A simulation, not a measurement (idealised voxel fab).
Title: Process Module voxel wiring stack
The cross-section shown here is cut; it is 235 nm wide and divided into square cells measuring 5 nm on a side.
Reading order for cross-sections: top band down to bottom band. Underlying form: a grid of square cells. Band size: one or more rows of cells.
Band: top height; bottom height; in nm. Then, left to right: material with width in nm, for each material. "everywhere": a single material spanning edge to edge. "blank": empty space.
Where do heights start? At 0: under that level the wafer as delivered is made of one material only. And the lowest band has no floor; it just carries on downward, as in "0 -> down".
The width entry "30..40" should be interpreted row by row: the top row of cells in the band takes the first number, the bottom row takes the second number, and the change between adjacent rows is uniform throughout.
Where a step carries "identical to before", the cross-section came out of it unchanged, cell for cell.
What "Fully sealed voids" gives you is every empty space of 8 cells or more that is cut off from the top. Each appears as width x height at distance, with the distance taken from the left edge and width, height and distance all in nm.
On each step's line, the part that comes after the settings is the simulator's own comment on the step.
The setting "overlay nm" may be written on the line of a step. When the step uses a mask, the value reports how far to the right of the planned place the mask lay, and a negative value reports that it lay to the left.

Planned step list for the process
1. RECEIVE [material Si]
2. CONFORMAL_DEP [material SiO2] [thk nm 10]
3. CONFORMAL_DEP [material SiN] [thk nm 5]
4. DIRECTIONAL_DEP [material lowk] [thk nm 25]
5. DIRECTIONAL_DEP [material aC] [thk nm 15]
6. PATTERN [tone open] [mask id METAL_1] [material resist] [width nm 25] [pitch nm 45] [thk nm 30] [overlay nm 0]
7. DIRECTIONAL_ETCH [etch materials aC] [depth nm 15]
8. STRIP [etch materials resist]
9. DIRECTIONAL_ETCH [etch materials lowk] [depth nm 25]
10. DIRECTIONAL_ETCH [etch materials SiN] [depth nm 5]
11. STRIP [etch materials aC]
12. CONFORMAL_DEP [material TiN] [thk nm 5]
13. FILL_DEP [material Ru] [thk nm 10]
14. CMP [height nm 40]
15. CONFORMAL_DEP [material SiCN] [thk nm 5]
16. DIRECTIONAL_DEP [material lowk] [thk nm 30]
17. PATTERN [tone open] [mask id METAL_2_HOLES] [material resist] [width nm 15] [pitch nm 90] [thk nm 20] [overlay nm 0]
18. DIRECTIONAL_ETCH [etch materials lowk] [depth nm 30]
19. STRIP [etch materials resist]
20. PATTERN [tone open] [mask id METAL_2] [material resist] [width nm 25] [pitch nm 45] [thk nm 15] [overlay nm 0]
21. DIRECTIONAL_ETCH [etch materials lowk] [depth nm 15]
22. DIRECTIONAL_ETCH [etch materials SiCN] [depth nm 5]
23. STRIP [etch materials resist]
24. CONFORMAL_DEP [material TiN] [thk nm 5]
25. FILL_DEP [material Cu] [thk nm 10]
26. CMP [height nm 75]
27. CONFORMAL_DEP [material SiCN] [thk nm 5]
28. DIRECTIONAL_DEP [material SiO2] [thk nm 30]
29. MASKED_ETCH [tone open] [mask id METAL_3] [width nm 25] [pitch nm 45] [etch materials SiO2] [depth nm 15] [overlay nm 0]
30. PATTERN [tone open] [mask id METAL_3_HOLES] [material resist] [width nm 15] [pitch nm 90] [thk nm 20] [overlay nm 0]
31. DIRECTIONAL_ETCH [etch materials SiO2] [depth nm 15]
32. DIRECTIONAL_ETCH [etch materials SiCN] [depth nm 5]
33. STRIP [etch materials resist]
34. CONFORMAL_DEP [material TiN] [thk nm 5]
35. FILL_DEP [material Ru] [thk nm 5]
36. CMP [height nm 110]
37. CONFORMAL_DEP [material SiN] [thk nm 5]

Cross-sectional view of the wafer in its as-received condition, corresponding to the state after step 1
> 0 -> down: Si everywhere
> Fully sealed voids: none

What the wafer looks like in cross-section after this module, when it starts as shown above and follows the plan above but one mistake is made in running it
> 115 -> 110: SiN everywhere
> 110 -> 100: 60 of SiO2; 5 of TiN; 15 of Ru; 5 of TiN; 20 of SiO2; 5 of TiN; 15 of Ru; 5 of TiN; 20 of SiO2; 5 of TiN; 15 of Ru; 5 of TiN; 60 of SiO2
> 100 -> 95: 60 of SiO2; 5 of TiN; 5 of Ru; 15 of TiN; 20 of SiO2; 25 of TiN; 20 of SiO2; 5 of TiN; 5 of Ru; 15 of TiN; 60 of SiO2
> 95 -> 80: 60 of SiO2; 5 of TiN; 5 of Ru; 5 of TiN; 75 of SiO2; 5 of TiN; 5 of Ru; 5 of TiN; 70 of SiO2
> 80 -> 75: 60 of SiCN; 15 of TiN; 75 of SiCN; 15 of TiN; 70 of SiCN
> 75 -> 65: Cu everywhere
> 65 -> 60: 55 of Cu; 25 of TiN; 65 of Cu; 25 of TiN; 65 of Cu
> 60 -> 50: 55 of Cu; 5 of TiN; 15 of lowk; 5 of TiN; 65 of Cu; 5 of TiN; 15 of lowk; 5 of TiN; 65 of Cu
> 50 -> 45: 60 of TiN; 15 of lowk; 35 of TiN; 15 of Cu; 25 of TiN; 15 of lowk; 70 of TiN
> 45 -> 40: 75 of SiCN; 10 of TiN; 20 of SiCN; 25 of TiN; 35 of SiCN; 10 of TiN; 60 of SiCN
> 40 -> 15: 60 of lowk; 5 of TiN; 15 of Ru; 5 of TiN; 20 of lowk; 5 of TiN; 15 of Ru; 5 of TiN; 20 of lowk; 5 of TiN; 15 of Ru; 5 of TiN; 60 of lowk
> 15 -> 10: 60 of SiN; 25 of TiN; 20 of SiN; 25 of TiN; 20 of SiN; 25 of TiN; 60 of SiN
> 10 -> 0: SiO2 everywhere
> 0 -> down: Si everywhere
> Fully sealed voids: none
Nonconformance to the process plan: step 17 ran with different settings than intended, the actual operation and settings being PATTERN [tone cover] [mask id METAL_2_HOLES] [material resist] [width nm 15] [pitch nm 90] [thk nm 20] [overlay nm 0]
